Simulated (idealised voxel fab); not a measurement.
Documented hereafter: the process module known as voxel released beams.
For reference, the cross-section in this document is cut, with width 180 nm and square cells of 5 nm.
If you're reading a cross-section in this doc, picture square cells in a grid; it comes to you as bands, top ones listed first down to the bottom, and a band can be one or more rows of cells.
Each band's line starts with the height of the band's top and of its bottom, in nm. Then come its materials from left to right, each with its width in nm. One material with "everywhere" fills the band from edge to edge. "air" is empty space.
The reference from which all heights are counted is 0, the level beneath which the as-received wafer is entirely one material; the lowest band, having no lower bound, proceeds downward and is written after the example "0..down".
Graded width ("30 to 40"): value in top row of band = first number; value in bottom row = second number; row-to-row change constant.
The designation "nothing got changed", where it is given for a processing step, indicates that no cell of the cross-section was altered in the course of that step.
Any empty space of 8 cells or more lacking an open way to the top shows up in "Voids lacking openings" as width x height at distance, distance from the left edge, in nm.
If you see something after the settings on a step's line, that's the simulator's own remark about that step.
"overlay nm", when on a step's line for a step with a mask, measures how far to the right of its planned place the mask lay; a negative measure means to the left.
Process steps - plan:
- 1: RECEIVE | material Si
- 2: CONFORMAL_DEP | material SiN | thk nm 5
- 3: DIRECTIONAL_DEP | material SiO2 | thk nm 10
- 4: MASKED_ETCH | tone open | mask id ANCHOR | width nm 35 | etch materials SiO2 | depth nm 10 | overlay nm 0
- 5: CONFORMAL_DEP | material TiN | thk nm 10
- 6: MASKED_ETCH | tone cover | mask id BEAM | width nm 80 | etch materials TiN | depth nm 10 | overlay nm 0
- 7: STRIP | etch materials SiO2
As-received state of the wafer in cross-section, equivalent to post-step 1:
  0..down: Si everywhere
  Voids lacking openings: none
Look at the cross-section after the module: the wafer started out the way shown above and the plan was the one shown above, yet one mistake was made along the way:
  20..15: 45 nm air  15 nm TiN  15 nm air  50 nm TiN  55 nm air
  15..5: 45 to 50 nm air  80 to 35 nm TiN  55 to 95 nm air
  5..0: SiN everywhere
  0..down: Si everywhere
  Voids lacking openings: none
What broke from the plan during processing? step 3 changed vs plan, executed as DIRECTIONAL_DEP | material SiO2 | thk nm 5
